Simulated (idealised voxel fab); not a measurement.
The name of this process module is voxel capacitor over wiring.
The width of the displayed cross-section, cut, is 270 nm; its cells are square, with a size of 5 nm.
Each cross-section below is a grid of square cells, stated as bands in top-down order, with one or more rows of cells making up each band.
Each band's line starts with the height of the band's top and of its bottom, in nm. Then come its materials from left to right, each with its width in nm. One material with "edge to edge" fills the band from edge to edge. "blank" is empty space.
Heights from 0 (as-received wafer is one material below). Bottom band endless downward, as "0 and below".
Top row gets the first number, bottom row gets the second, and each row in between changes by the same step: that is how a band width like "30->40" works.
"nothing different" after a step means that no cell of the cross-section changed.
"Sealed-off cavities": empty spaces of 8 cells or more with no open way to the top, each given as width x height at distance, distance from the left edge, all in nm.
If you see something after the settings on a step's line, that's the simulator's own remark about that step.
What "overlay nm" on a step's line means: if the step has a mask, that mask lay this far to the right of its planned place, or, when the value is negative, to the left.
### Steps in the process plan
| 1 | RECEIVE [material Si] |
| 2 | CONFORMAL_DEP [material SiO2] [thk nm 15] |
| 3 | CONFORMAL_DEP [material SiCN] [thk nm 5] |
| 4 | DIRECTIONAL_DEP [material lowk] [thk nm 25] |
| 5 | MASKED_ETCH [tone open] [mask id METAL_1] [width nm 15] [pitch nm 90] [etch materials lowk] [depth nm 25] [overlay nm 0] |
| 6 | MASKED_ETCH [tone open] [mask id METAL_1] [width nm 20] [pitch nm 90] [etch materials SiCN] [depth nm 5] [overlay nm 0] |
| 7 | CONFORMAL_DEP [material TiN] [thk nm 5] |
| 8 | FILL_DEP [material W] [thk nm 5] |
| 9 | CMP [height nm 45] |
| 10 | CONFORMAL_DEP [material SiCN] [thk nm 5] |
| 11 | DIRECTIONAL_DEP [material lowk] [thk nm 20] |
| 12 | MASKED_ETCH [tone open] [mask id PLUG_1] [width nm 15] [etch materials lowk] [depth nm 20] [overlay nm 0] |
| 13 | MASKED_ETCH [tone open] [mask id PLUG_1] [width nm 15] [etch materials SiCN] [depth nm 5] [overlay nm 0] |
| 14 | CONFORMAL_DEP [material TiN] [thk nm 5] |
| 15 | FILL_DEP [material Ru] [thk nm 5] |
| 16 | CMP [height nm 70] |
| 17 | DIRECTIONAL_DEP [material TiN] [thk nm 10] |
| 18 | DIRECTIONAL_DEP [material HfO2] [thk nm 5] |
| 19 | DIRECTIONAL_DEP [material TiN] [thk nm 10] |
| 20 | MASKED_ETCH [tone cover] [mask id UPPER_PLATE] [width nm 75] [etch materials TiN] [depth nm 10] [overlay nm 0] |
| 21 | MASKED_ETCH [tone cover] [mask id UPPER_PLATE] [width nm 75] [etch materials HfO2] [depth nm 5] [overlay nm 0] |
| 22 | PATTERN [tone cover] [mask id LOWER_PLATE] [material resist] [width nm 85] [thk nm 15] [overlay nm 0] |
| 23 | DIRECTIONAL_ETCH [etch materials TiN] [depth nm 10] |
| 24 | STRIP [etch materials resist] |
| 25 | FILL_DEP [material SiO2] [thk nm 15] |
| 26 | CMP [height nm 105] |
| 27 | DIRECTIONAL_DEP [material aC] [thk nm 10] |
| 28 | PATTERN [tone open] [mask id PLUG_2] [material resist] [width nm 15] [thk nm 30] [overlay nm 0] |
| 29 | DIRECTIONAL_ETCH [etch materials aC] [depth nm 10] |
| 30 | STRIP [etch materials resist] |
| 31 | DIRECTIONAL_ETCH [etch materials SiO2] [depth nm 10] |
| 32 | STRIP [etch materials aC] |
| 33 | CONFORMAL_DEP [material TiN] [thk nm 5] |
| 34 | FILL_DEP [material Ru] [thk nm 5] |
| 35 | CMP [height nm 105] |
| 36 | CONFORMAL_DEP [material SiN] [thk nm 5] |
Across this set of wafers, the varied parameter is the width nm of step 5. Starting conditions are identical for every wafer, and the plan reports the value assigned to the first wafer.
### The first of several wafers in cross-section, exactly as it reached us after step 1
	0 and below = Si edge to edge
	Sealed-off cavities: none
### Cross-section, first of several wafers, end of module, after last step 36
	110 down to 105 = SiN edge to edge
	105 down to 100 = 95 of SiO2, 5 of TiN, 5 of Ru, 5 of TiN, 160 of SiO2
	100 down to 95 = 95 of SiO2, 15 of TiN, 160 of SiO2
	95 down to 85 = 85 of SiO2, 75 of TiN, 110 of SiO2
	85 down to 80 = 85 of SiO2, 75 of HfO2, 110 of SiO2
	80 down to 70 = 80 of SiO2, 85 of TiN, 105 of SiO2
	70 down to 50 = 85 of lowk, 5 of TiN, 5 of Ru, 5 of TiN, 170 of lowk
	50 down to 45 = 85 of SiCN, 15 of TiN, 170 of SiCN
	45 down to 20 = 85 of lowk, 5 of TiN, 5 of W, 5 of TiN, 75 of lowk, 5 of TiN, 5 of W, 5 of TiN, 80 of lowk
	20 down to 15 = 85 of SiCN, 15 of TiN, 75 of SiCN, 15 of TiN, 80 of SiCN
	15 down to 0 = SiO2 edge to edge
	0 and below = Si edge to edge
	Sealed-off cavities: none
### Cross-section of the final wafer among several, taken at the end of the module
	110 down to 105 = SiN edge to edge
	105 down to 100 = 95 of SiO2, 5 of TiN, 5 of Ru, 5 of TiN, 160 of SiO2
	100 down to 95 = 95 of SiO2, 15 of TiN, 160 of SiO2
	95 down to 85 = 85 of SiO2, 75 of TiN, 110 of SiO2
	85 down to 80 = 85 of SiO2, 75 of HfO2, 110 of SiO2
	80 down to 70 = 80 of SiO2, 85 of TiN, 105 of SiO2
	70 down to 50 = 85 of lowk, 5 of TiN, 5 of Ru, 5 of TiN, 170 of lowk
	50 down to 45 = 85 of SiCN, 15 of TiN, 170 of SiCN
	45 down to 25 = 75 of lowk, 5 of TiN, 25 of W, 5 of TiN, 55 of lowk, 5 of TiN, 25 of W, 5 of TiN, 70 of lowk
	25 down to 20 = 75 of lowk, 10 of TiN, 10 of W, 15 of TiN, 55 of lowk, 10 of TiN, 10 of W, 15 of TiN, 70 of lowk
	20 down to 15 = 80 of SiCN, 20 of TiN, 70 of SiCN, 20 of TiN, 80 of SiCN
	15 down to 0 = SiO2 edge to edge
	0 and below = Si edge to edge
	Sealed-off cavities: none
### So in this table every wafer gets its own row, and what you see is where it stands at the end of the module: for each material, how many cells it picked up (+) or gave up (-) since we received it, and after that its closed voids
width nm 15; +15 HfO2; +5 Ru; +99 SiCN; +54 SiN; +455 SiO2; +106 TiN; +10 W; +444 lowk; Sealed-off cavities: none
width nm 20; +15 HfO2; +5 Ru; +97 SiCN; +54 SiN; +455 SiO2; +108 TiN; +20 W; +434 lowk; Sealed-off cavities: none
width nm 25; +15 HfO2; +5 Ru; +97 SiCN; +54 SiN; +455 SiO2; +110 TiN; +28 W; +424 lowk; Sealed-off cavities: none
width nm 30; +15 HfO2; +5 Ru; +97 SiCN; +54 SiN; +455 SiO2; +112 TiN; +36 W; +414 lowk; Sealed-off cavities: none
width nm 35; +15 HfO2; +5 Ru; +97 SiCN; +54 SiN; +455 SiO2; +114 TiN; +44 W; +404 lowk; Sealed-off cavities: none
